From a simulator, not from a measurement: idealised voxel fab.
process module | voxel transistor to metal
cross-section cut | 195 nm wide | cells 5 nm
A cross-section is a grid of square cells, given in bands from the top down. A band is one or more rows of cells.
Each band's line starts with the height of the band's top and of its bottom, in nm. Then come its materials from left to right, each with its width in nm. One material with "throughout" fills the band from edge to edge. "air" is empty space.
Height 0 is the level under which the wafer as received is all one material. The lowest band goes on downwards, as in "0 down".
A width such as "30 to 40" changes by the same amount from each row of cells to the next, from the band's top row to its bottom row.
"no change" after a step means that no cell of the cross-section changed.
closed voids: empty space of 8 cells or more with no open way to the top, each as width x height at its distance from the left edge, in nm
after a step's settings: what the simulator itself notes on the step
overlay nm, on a step with a mask: how far to the right of its planned place the mask lay; to the left if negative
plan
1 op RECEIVE | material Si
2 op OXIDIZE | depth nm 5
3 op CONFORMAL_DEP | material SiN | thk nm 10
4 op MASKED_ETCH | tone cover | mask id ACTIVE | width nm 115 | etch materials SiN | depth nm 10 | overlay nm 0
5 op MASKED_ETCH | tone cover | mask id ACTIVE | width nm 115 | etch materials SiO2 | depth nm 5 | overlay nm 0
6 op MASKED_ETCH | tone cover | mask id ACTIVE | width nm 115 | etch materials Si | depth nm 35 | overlay nm 0
7 op FILL_DEP | material SiO2 | thk nm 10
8 op CMP | height nm 10
9 op SELECTIVE_ETCH | etch materials SiO2 | depth nm 10
10 op STRIP | etch materials SiN
11 op SELECTIVE_ETCH | etch materials SiO2 | depth nm 5
12 op OXIDIZE | depth nm 5
13 op DIRECTIONAL_DEP | material polySi | thk nm 30
14 op DIRECTIONAL_DEP | material SiCN | thk nm 15
15 op DIRECTIONAL_DEP | material aC | thk nm 10
16 op PATTERN | tone cover | mask id GATE | material resist | width nm 25 | thk nm 30 | overlay nm 0
17 op DIRECTIONAL_ETCH | etch materials aC | depth nm 10
18 op STRIP | etch materials resist
19 op DIRECTIONAL_ETCH | etch materials SiCN | depth nm 25
20 op DIRECTIONAL_ETCH | etch materials polySi | depth nm 40
21 op STRIP | etch materials aC
22 op CONFORMAL_DEP | material SiO2 | thk nm 5
23 op DIRECTIONAL_ETCH | etch materials SiO2 | depth nm 5
24 op CONFORMAL_DEP | material SiN | thk nm 5
25 op DIRECTIONAL_ETCH | etch materials SiN | depth nm 5
26 op DIRECTIONAL_ETCH | etch materials SiO2 | depth nm 5
27 op EPI | material nSi | thk nm 5
28 op FILL_DEP | material SiO2 | thk nm 10
29 op CMP | height nm 40
30 op DIRECTIONAL_DEP | material SiO2 | thk nm 10
31 op PATTERN | tone open | mask id CONTACT | material resist | width nm 15 | pitch nm 80 | thk nm 15 | overlay nm 0
32 op DIRECTIONAL_ETCH | etch materials SiO2 | depth nm 55
33 op STRIP | etch materials resist
34 op CONFORMAL_DEP | material TiN | thk nm 5
35 op FILL_DEP | material Ru | thk nm 10
36 op CMP | height nm 50
37 op CONFORMAL_DEP | material SiN | thk nm 5
38 op DIRECTIONAL_DEP | material SiO2 | thk nm 20
39 op DIRECTIONAL_DEP | material aC | thk nm 15
40 op PATTERN | tone open | mask id METAL_1 | material resist | width nm 15 | pitch nm 80 | thk nm 35 | overlay nm 0
41 op DIRECTIONAL_ETCH | etch materials aC | depth nm 15
42 op STRIP | etch materials resist
43 op DIRECTIONAL_ETCH | etch materials SiO2 | depth nm 20
44 op DIRECTIONAL_ETCH | etch materials SiN | depth nm 5
45 op STRIP | etch materials aC
46 op CONFORMAL_DEP | material TiN | thk nm 5
47 op FILL_DEP | material Cu | thk nm 10
48 op CMP | height nm 75
49 op CONFORMAL_DEP | material SiCN | thk nm 5
as received, after step 1
  0 down: Si throughout
  closed voids: none
a wafer at the end: this start, this plan, one mistake
  80 to 75: SiCN throughout
  75 to 55: SiO2 50 | TiN 5 | Cu 5 | TiN 5 | SiO2 65 | TiN 5 | Cu 5 | TiN 5 | SiO2 50
  55 to 50: SiN 50 | TiN 15 | SiN 65 | TiN 15 | SiN 50
  50 to 40: SiO2 50 | TiN 5 | Ru 5 | TiN 5 | SiO2 65 | TiN 5 | Ru 5 | TiN 5 | SiO2 50
  40 to 35: SiO2 50 | TiN 5 | Ru 5 | TiN 5 | SiO2 10 | SiN 5 | SiO2 5 | SiCN 25 | SiO2 5 | SiN 5 | SiO2 10 | TiN 5 | Ru 5 | TiN 5 | SiO2 50
  35 to 30: SiO2 50 | TiN 15 | SiO2 10 | SiN 5 | SiO2 5 | SiCN 25 | SiO2 5 | SiN 5 | SiO2 10 | TiN 15 | SiO2 50
  30 to 25: SiCN throughout
  25 to -5: polySi throughout
  -5 to -10: SiO2 throughout
  -10 to -40: SiO2 40 | Si 115 | SiO2 40
  -40 down: Si throughout
  closed voids: none
what went wrong: step 14 was run twice
